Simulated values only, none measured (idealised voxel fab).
The following process module bears the name voxel gate over fins.
In the cross-section labelled cut, the width is 255 nm and each square cell is 5 nm.
Cross-section = grid of square cells, listed top down in bands; band = one or more rows.
First you get the band's top height and its bottom height, in nm, and then the materials it's made of, left to right, with each width in nm. If you see a single material with "edge to edge", that one covers the band edge to edge. "air" is empty space.
Where do heights start? At 0: under that level the wafer as delivered is made of one material only. And the lowest band has no floor; it just carries on downward, as in "from 0 down".
Top row gets the first number, bottom row gets the second, and each row in between changes by the same step: that is how a band width like "30..40" works.
What does "remained unchanged" mean for a step? It means no cell of the cross-section changed in that step.
The label "Internal closed voids" introduces a list of the empty spaces, 8 cells or larger, that have no open way up to the top; each entry in it reads width x height at distance, where the distance is taken from the left edge and all three are stated in nm.
Where a step's line continues beyond its settings, the continuation is a remark by the simulator itself on that step.
overlay nm: how far to the right of its planned place the mask lay on this masked step (negative: to the left).
These are the steps we planned for the process:
1: RECEIVE (material Si)
2: CONFORMAL_DEP (material SiN; thk nm 10)
3: DIRECTIONAL_DEP (material aC; thk nm 10)
4: PATTERN (tone cover; mask id FINS; material resist; width nm 15; pitch nm 45; thk nm 25; overlay nm 0)
5: DIRECTIONAL_ETCH (etch materials aC; depth nm 10)
6: STRIP (etch materials resist)
7: DIRECTIONAL_ETCH (etch materials SiN; depth nm 10)
8: DIRECTIONAL_ETCH (etch materials Si; depth nm 40)
9: STRIP (etch materials aC)
10: FILL_DEP (material SiO2; thk nm 5)
11: CMP (height nm 10)
12: SELECTIVE_ETCH (etch materials SiO2; depth nm 25)
13: STRIP (etch materials SiN)
14: CONFORMAL_DEP (material HfO2; thk nm 5)
15: CONFORMAL_DEP (material TiN; thk nm 5)
16: FILL_DEP (material W; thk nm 15)
17: CMP (height nm 20)
18: CONFORMAL_DEP (material SiN; thk nm 5)
Cross-section of the wafer as it came to us, i.e., already through step 1:
    from 0 down: Si edge to edge
    Internal closed voids: none
First wafer at the end, as planned:
    from 25 to 20: SiN edge to edge
    from 20 to 10: W edge to edge
    from 10 to 5: 65 nm W  35 nm TiN  10 nm W  35 nm TiN  10 nm W  35 nm TiN  65 nm W
    from 5 to 0: 65 nm W  5 nm TiN  25 nm HfO2  5 nm TiN  10 nm W  5 nm TiN  25 nm HfO2  5 nm TiN  10 nm W  5 nm TiN  25 nm HfO2  5 nm TiN  65 nm W
    from 0 to -5: 65 nm W  5 nm TiN  5 nm HfO2  15 nm Si  5 nm HfO2  5 nm TiN  10 nm W  5 nm TiN  5 nm HfO2  15 nm Si  5 nm HfO2  5 nm TiN  10 nm W  5 nm TiN  5 nm HfO2  15 nm Si  5 nm HfO2  5 nm TiN  65 nm W
    from -5 to -10: 70 nm TiN  5 nm HfO2  15 nm Si  5 nm HfO2  20 nm TiN  5 nm HfO2  15 nm Si  5 nm HfO2  20 nm TiN  5 nm HfO2  15 nm Si  5 nm HfO2  70 nm TiN
    from -10 to -15: 75 nm HfO2  15 nm Si  30 nm HfO2  15 nm Si  30 nm HfO2  15 nm Si  75 nm HfO2
    from -15 to -40: 75 nm SiO2  15 nm Si  30 nm SiO2  15 nm Si  30 nm SiO2  15 nm Si  75 nm SiO2
    from -40 down: Si edge to edge
    Internal closed voids: none
Cross-sectional image of the second wafer of the two following completion of the module. Starting state and process plan were the same as for the first wafer; one execution error occurred:
    from 25 to 20: SiN edge to edge
    from 20 to 10: W edge to edge
    from 10 to 5: 60 nm W  135 nm TiN  60 nm W
    from 5 to 0: 60 nm W  5 nm TiN  35 nm HfO2  10 nm TiN  35 nm HfO2  10 nm TiN  35 nm HfO2  5 nm TiN  60 nm W
    from 0 to -5: 60 nm W  5 nm TiN  5 nm HfO2  25 nm Si  5 nm HfO2  10 nm TiN  5 nm HfO2  25 nm Si  5 nm HfO2  10 nm TiN  5 nm HfO2  25 nm Si  5 nm HfO2  5 nm TiN  60 nm W
    from -5 to -10: 65 nm TiN  5 nm HfO2  25 nm Si  5 nm HfO2  10 nm TiN  5 nm HfO2  25 nm Si  5 nm HfO2  10 nm TiN  5 nm HfO2  25 nm Si  5 nm HfO2  65 nm TiN
    from -10 to -15: 70 nm HfO2  25 nm Si  20 nm HfO2  25 nm Si  20 nm HfO2  25 nm Si  70 nm HfO2
    from -15 to -40: 70 nm SiO2  25 nm Si  20 nm SiO2  25 nm Si  20 nm SiO2  25 nm Si  70 nm SiO2
    from -40 down: Si edge to edge
    Internal closed voids: none
In executing the process, a mistake was made relative to the plan: step 4 was processed under conditions differing from the plan, specifically as PATTERN (tone cover; mask id FINS; material resist; width nm 25; pitch nm 45; thk nm 25; overlay nm 0)
Final cells, second wafer relative to first, materials higher or lower: Si: 48 more, SiO2: 30 fewer, W: 18 fewer
